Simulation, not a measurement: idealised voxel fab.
Process module name: voxel trench capacitor
Pictured: cross-section cut, 175 nm wide, on a grid of 5 nm square cells.
Heads up, the way a cross-section reads in here is a grid of square cells, handed over as bands from the top down, with every band being one or more rows of cells.
It is stipulated that each band's entry specify, in nanometres, the height of the top of the band and then that of its bottom, followed by the materials of the band in left-to-right sequence, each together with its width in nanometres. A single material marked by the word "full width" is understood to fill the band from edge to edge; the word "air" is understood to denote empty space.
Height datum 0, below which the as-received substrate wafer is one material. Lowest band open at the bottom, running downward: "0..down".
Width spec "30->40" -> top row of cells at first value, bottom row at second value, equal per-row change in between.
Where the words "all unchanged" appear for a step, the cross-section shows no cell changed by that step; every cell remained as before.
"Closed empty spaces" means: voids of 8 cells or more that are shut off from the top with no open way through. Written width x height at distance, distance from the left edge, in nm.
If you see something after the settings on a step's line, that's the simulator's own remark about that step.
"overlay nm" on a masked step: distance the mask lay right of its planned place, negative for left.
### Listed below are the process steps as planned
1) RECEIVE [material Si]
2) CONFORMAL_DEP [material SiN] [thk nm 10]
3) PATTERN [tone open] [mask id TRENCH] [material resist] [width nm 25] [pitch nm 45] [thk nm 15] [overlay nm 0]
4) DIRECTIONAL_ETCH [etch materials SiN] [depth nm 10]
5) DIRECTIONAL_ETCH [etch materials Si] [depth nm 40]
6) STRIP [etch materials resist]
7) CONFORMAL_DEP [material HfO2] [thk nm 5]
8) CONFORMAL_DEP [material TiN] [thk nm 5]
9) FILL_DEP [material W] [thk nm 5]
10) CMP [height nm 10]
### first wafer, as planned
### Cross-section of the wafer at receipt, which is the condition after step 1
* 0..down: Si full width
* Closed empty spaces: none
### Wafer after step 2 (cross-section)
* 10..0: SiN full width
* Below a height of 0, the structure has not been altered.
### Wafer after step 3 (cross-section)
* 25..10: resist 50; air 25; resist 20; air 25; resist 55
* Below a height of 10, the structure has not been altered.
### Wafer after step 4 (cross-section)
* 25..10: resist 50; air 25; resist 20; air 25; resist 55
* 10..0: SiN 50; air 25; SiN 20; air 25; SiN 55
* Below a height of 0, the structure has not been altered.
### Wafer after step 5 (cross-section)
* 25..10: resist 50; air 25; resist 20; air 25; resist 55
* 10..0: SiN 50; air 25; SiN 20; air 25; SiN 55
* 0..-40: Si 50; air 25; Si 20; air 25; Si 55
* Below a height of -40, the structure has not been altered.
### Wafer after step 6 (cross-section)
* 10..0: SiN 50; air 25; SiN 20; air 25; SiN 55
* Below a height of 0, the structure has not been altered.
### Wafer after step 7 (cross-section)
* 15..10: HfO2 55; air 15; HfO2 30; air 15; HfO2 60
* 10..0: SiN 50; HfO2 5; air 15; HfO2 5; SiN 20; HfO2 5; air 15; HfO2 5; SiN 55
* 0..-35: Si 50; HfO2 5; air 15; HfO2 5; Si 20; HfO2 5; air 15; HfO2 5; Si 55
* -35..-40: Si 50; HfO2 25; Si 20; HfO2 25; Si 55
* Below a height of -40, the structure has not been altered.
### Wafer after step 8 (cross-section)
* 20..15: TiN 60; air 5; TiN 40; air 5; TiN 65
* 15..10: HfO2 55; TiN 5; air 5; TiN 5; HfO2 30; TiN 5; air 5; TiN 5; HfO2 60
* 10..0: SiN 50; HfO2 5; TiN 5; air 5; TiN 5; HfO2 5; SiN 20; HfO2 5; TiN 5; air 5; TiN 5; HfO2 5; SiN 55
* 0..-30: Si 50; HfO2 5; TiN 5; air 5; TiN 5; HfO2 5; Si 20; HfO2 5; TiN 5; air 5; TiN 5; HfO2 5; Si 55
* -30..-35: Si 50; HfO2 5; TiN 15; HfO2 5; Si 20; HfO2 5; TiN 15; HfO2 5; Si 55
* Below a height of -35, the structure has not been altered.
### Wafer after step 9 (cross-section)
* 25..20: W full width
* 20..15: TiN 60; W 5; TiN 40; W 5; TiN 65
* 15..10: HfO2 55; TiN 5; W 5; TiN 5; HfO2 30; TiN 5; W 5; TiN 5; HfO2 60
* 10..0: SiN 50; HfO2 5; TiN 5; W 5; TiN 5; HfO2 5; SiN 20; HfO2 5; TiN 5; W 5; TiN 5; HfO2 5; SiN 55
* 0..-30: Si 50; HfO2 5; TiN 5; W 5; TiN 5; HfO2 5; Si 20; HfO2 5; TiN 5; W 5; TiN 5; HfO2 5; Si 55
* Below a height of -30, the structure has not been altered.
### Wafer after step 10 (cross-section)
* 10..0: SiN 50; HfO2 5; TiN 5; W 5; TiN 5; HfO2 5; SiN 20; HfO2 5; TiN 5; W 5; TiN 5; HfO2 5; SiN 55
* Below a height of 0, the structure has not been altered.
### The second wafer was prepared from the same starting point and under the same plan as the first; its processing contained one mistake, and it remains indistinguishable from the first wafer up to and including step 2
### Second wafer, cut view, end of step 3 per plan
* 25..10: resist 55; air 20; resist 25; air 20; resist 55
* Below a height of 10, the structure has not been altered.
### Second wafer, cut view, end of step 4 per plan
* 25..10: resist 55; air 20; resist 25; air 20; resist 55
* 10..0: SiN 55; air 20; SiN 25; air 20; SiN 55
* Below a height of 0, the structure has not been altered.
### Second wafer, cut view, end of step 5 per plan
* 25..10: resist 55; air 20; resist 25; air 20; resist 55
* 10..0: SiN 55; air 20; SiN 25; air 20; SiN 55
* 0..-40: Si 55; air 20; Si 25; air 20; Si 55
* Below a height of -40, the structure has not been altered.
### Second wafer, cut view, end of step 6 per plan
* 10..0: SiN 55; air 20; SiN 25; air 20; SiN 55
* Below a height of 0, the structure has not been altered.
### Second wafer, cut view, end of step 7 per plan
* 15..10: HfO2 60; air 10; HfO2 35; air 10; HfO2 60
* 10..0: SiN 55; HfO2 5; air 10; HfO2 5; SiN 25; HfO2 5; air 10; HfO2 5; SiN 55
* 0..-35: Si 55; HfO2 5; air 10; HfO2 5; Si 25; HfO2 5; air 10; HfO2 5; Si 55
* -35..-40: Si 55; HfO2 20; Si 25; HfO2 20; Si 55
* Below a height of -40, the structure has not been altered.
### Second wafer, cut view, end of step 8 per plan
* 20..15: TiN full width
* 15..10: HfO2 60; TiN 10; HfO2 35; TiN 10; HfO2 60
* 10..0: SiN 55; HfO2 5; TiN 10; HfO2 5; SiN 25; HfO2 5; TiN 10; HfO2 5; SiN 55
* 0..-35: Si 55; HfO2 5; TiN 10; HfO2 5; Si 25; HfO2 5; TiN 10; HfO2 5; Si 55
* Below a height of -35, the structure has not been altered.
### Second wafer, cut view, end of step 9 per plan
* 25..20: W full width
* Below a height of 20, the structure has not been altered.
### Second wafer, cut view, end of step 10 per plan
* 10..0: SiN 55; HfO2 5; TiN 10; HfO2 5; SiN 25; HfO2 5; TiN 10; HfO2 5; SiN 55
* Below a height of 0, the structure has not been altered.
What went wrong in running the wafer? step 3, actual vs plan mismatch, actual run PATTERN [tone open] [mask id TRENCH] [material resist] [width nm 20] [pitch nm 45] [thk nm 15] [overlay nm 0]
Cell-count delta at end, second wafer over first, by material: 2 fewer of HfO2; 16 more of Si; 4 more of SiN; 2 fewer of TiN; 16 fewer of W
